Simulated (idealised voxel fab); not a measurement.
This is a process module. Its name is voxel wiring stack.
For reference, the cross-section in this document is cut, with width 185 nm and square cells of 5 nm.
Think of the cross-section as a grid of square cells. We describe it in bands, top to bottom, and each band covers one or more rows of those cells. Band entry format. Leading values: height of top, height of bottom, nm. Remainder: materials in left-to-right order, each with its width in nm. Special words: "all across" on a single material, which then fills the band edge to edge; "blank", empty space. A quick word on heights: they are counted from 0, and under that level the wafer as it came to us is one material throughout. The lowest band is different from the rest in having no bottom; it simply continues downward, written as in "0 nm and below". When a width is written as two numbers, as in "30->40", the first number is the width in the top row of cells of the band and the second is the width in its bottom row, and the width changes by the same amount from each row to the next. Given "same as before" for a step, no cell of the cross-section differs between before and after that step. In "Internal closed voids" the enclosed voids are listed, meaning empty spaces of 8 cells or larger without any opening to the top. The form is width x height at distance, distance from the left edge, units nm. Anything after a step's settings on that line? It's the simulator's own note about the step. "overlay nm", when on a step's line for a step with a mask, measures how far to the right of its planned place the mask lay; a negative measure means to the left.
THE FOLLOWING LIST GIVES THE PLANNED PROCESS STEPS
1) RECEIVE with material Si
2) CONFORMAL_DEP with material SiO2, thk nm 10
3) DIRECTIONAL_DEP with material TiN, thk nm 5
4) DIRECTIONAL_DEP with material Ru, thk nm 25
5) MASKED_ETCH with tone cover, mask id METAL_1, width nm 20, pitch nm 45, etch materials Ru, depth nm 25, overlay nm -15
6) MASKED_ETCH with tone cover, mask id METAL_1, width nm 20, pitch nm 45, etch materials TiN, depth nm 5, overlay nm 0
7) CONFORMAL_DEP with material SiCN, thk nm 5
8) FILL_DEP with material SiO2, thk nm 10
9) CMP with height nm 40
10) CONFORMAL_DEP with material SiCN, thk nm 5
11) DIRECTIONAL_DEP with material SiO2, thk nm 15
12) MASKED_ETCH with tone open, mask id PLUG_1, width nm 15, pitch nm 45, etch materials SiO2, depth nm 15, overlay nm 0
13) MASKED_ETCH with tone open, mask id PLUG_1, width nm 15, pitch nm 45, etch materials SiCN, depth nm 5, overlay nm 0
14) EPI with material Ru, thk nm 10
15) EPI with material Ru, thk nm 10
16) DIRECTIONAL_DEP with material TiN, thk nm 5
17) DIRECTIONAL_DEP with material Ru, thk nm 20
18) DIRECTIONAL_DEP with material aC, thk nm 15
19) PATTERN with tone cover, mask id METAL_2, material resist, width nm 20, pitch nm 45, thk nm 30, overlay nm 0
20) DIRECTIONAL_ETCH with etch materials aC, depth nm 15
21) STRIP with etch materials resist
22) DIRECTIONAL_ETCH with etch materials Ru, depth nm 20
23) DIRECTIONAL_ETCH with etch materials TiN, depth nm 5
24) STRIP with etch materials aC
25) FILL_DEP with material lowk, thk nm 5
26) CMP with height nm 85
27) CONFORMAL_DEP with material SiCN, thk nm 5
The wafers are alike at the start. At step 5, their overlay nm differs. The plan lists the first wafer's value.
THE FIRST OF SEVERAL WAFERS IN CROSS-SECTION, EXACTLY AS IT REACHED US AFTER STEP 1
    0 nm and below  Si all across
    Internal closed voids: none
END-OF-MODULE CROSS-SECTION, FIRST OF SEVERAL WAFERS, AFTER LAST STEP 27
    90 nm to 85 nm  SiCN all across
    85 nm to 65 nm  lowk=35, then Ru=20, then lowk=25, then Ru=20, then lowk=25, then Ru=20, then lowk=40
    65 nm to 60 nm  lowk=35, then TiN=20, then lowk=25, then TiN=20, then lowk=25, then TiN=20, then lowk=40
    60 nm to 45 nm  SiO2=35, then Ru=15, then SiO2=30, then Ru=15, then SiO2=30, then Ru=15, then SiO2=45
    45 nm to 40 nm  SiCN=35, then Ru=15, then SiCN=30, then Ru=15, then SiCN=30, then Ru=15, then SiCN=45
    40 nm to 20 nm  SiO2=15, then SiCN=5, then Ru=20, then SiCN=5, then SiO2=15, then SiCN=5, then Ru=20, then SiCN=5, then SiO2=15, then SiCN=5, then Ru=20, then SiCN=5, then SiO2=50
    20 nm to 15 nm  SiO2=15, then SiCN=5, then Ru=20, then SiCN=25, then Ru=20, then SiCN=25, then Ru=20, then SiCN=20, then SiO2=35
    15 nm to 10 nm  SiCN=20, then TiN=35, then SiCN=10, then TiN=35, then SiCN=10, then TiN=35, then SiCN=40
    10 nm to 0 nm  SiO2 all across
    0 nm and below  Si all across
    Internal closed voids: none
OF THE SEVERAL WAFERS, THE LAST: CROSS-SECTION AT THE END OF THE MODULE
    90 nm to 85 nm  SiCN all across
    85 nm to 65 nm  lowk=50, then Ru=5, then lowk=40, then Ru=5, then lowk=40, then Ru=5, then lowk=40
    65 nm to 60 nm  lowk=35, then Ru=15, then TiN=5, then lowk=25, then Ru=15, then TiN=5, then lowk=25, then Ru=15, then TiN=5, then lowk=40
    60 nm to 45 nm  SiO2=35, then Ru=15, then SiO2=30, then Ru=15, then SiO2=30, then Ru=15, then SiO2=45
    45 nm to 40 nm  SiCN=35, then TiN=15, then SiCN=30, then TiN=15, then SiCN=30, then TiN=15, then SiCN=45
    40 nm to 20 nm  SiO2=45, then SiCN=5, then Ru=20, then SiCN=5, then SiO2=15, then SiCN=5, then Ru=20, then SiCN=5, then SiO2=15, then SiCN=5, then Ru=20, then SiCN=5, then SiO2=20
    20 nm to 15 nm  SiO2=30, then SiCN=20, then Ru=20, then SiCN=25, then Ru=20, then SiCN=25, then Ru=20, then SiCN=5, then SiO2=20
    15 nm to 10 nm  SiCN=35, then TiN=35, then SiCN=10, then TiN=35, then SiCN=10, then TiN=35, then SiCN=25
    10 nm to 0 nm  SiO2 all across
    0 nm and below  Si all across
    Internal closed voids: none
BELOW, A ROW FOR EVERY WAFER. READ IT AS THE END-OF-MODULE PICTURE: FOR EACH MATERIAL THE WAFER SHOWS ITS CELLS GAINED (+) OR LOST (-) SINCE IT WAS RECEIVED, AND THEN ITS CLOSED VOIDS
overlay nm -15, +144 Ru, +120 SiCN, +244 SiO2, +33 TiN, +125 lowk, Internal closed voids: none
overlay nm -10, +144 Ru, +120 SiCN, +247 SiO2, +30 TiN, +125 lowk, Internal closed voids: none
overlay nm -5, +144 Ru, +120 SiCN, +250 SiO2, +27 TiN, +125 lowk, Internal closed voids: none
overlay nm 0, +144 Ru, +120 SiCN, +253 SiO2, +24 TiN, +125 lowk, Internal closed voids: none
overlay nm 5, +144 Ru, +120 SiCN, +250 SiO2, +27 TiN, +125 lowk, Internal closed voids: none
overlay nm 10, +144 Ru, +120 SiCN, +247 SiO2, +30 TiN, +125 lowk, Internal closed voids: none
overlay nm 15, +108 Ru, +120 SiCN, +244 SiO2, +33 TiN, +161 lowk, Internal closed voids: none
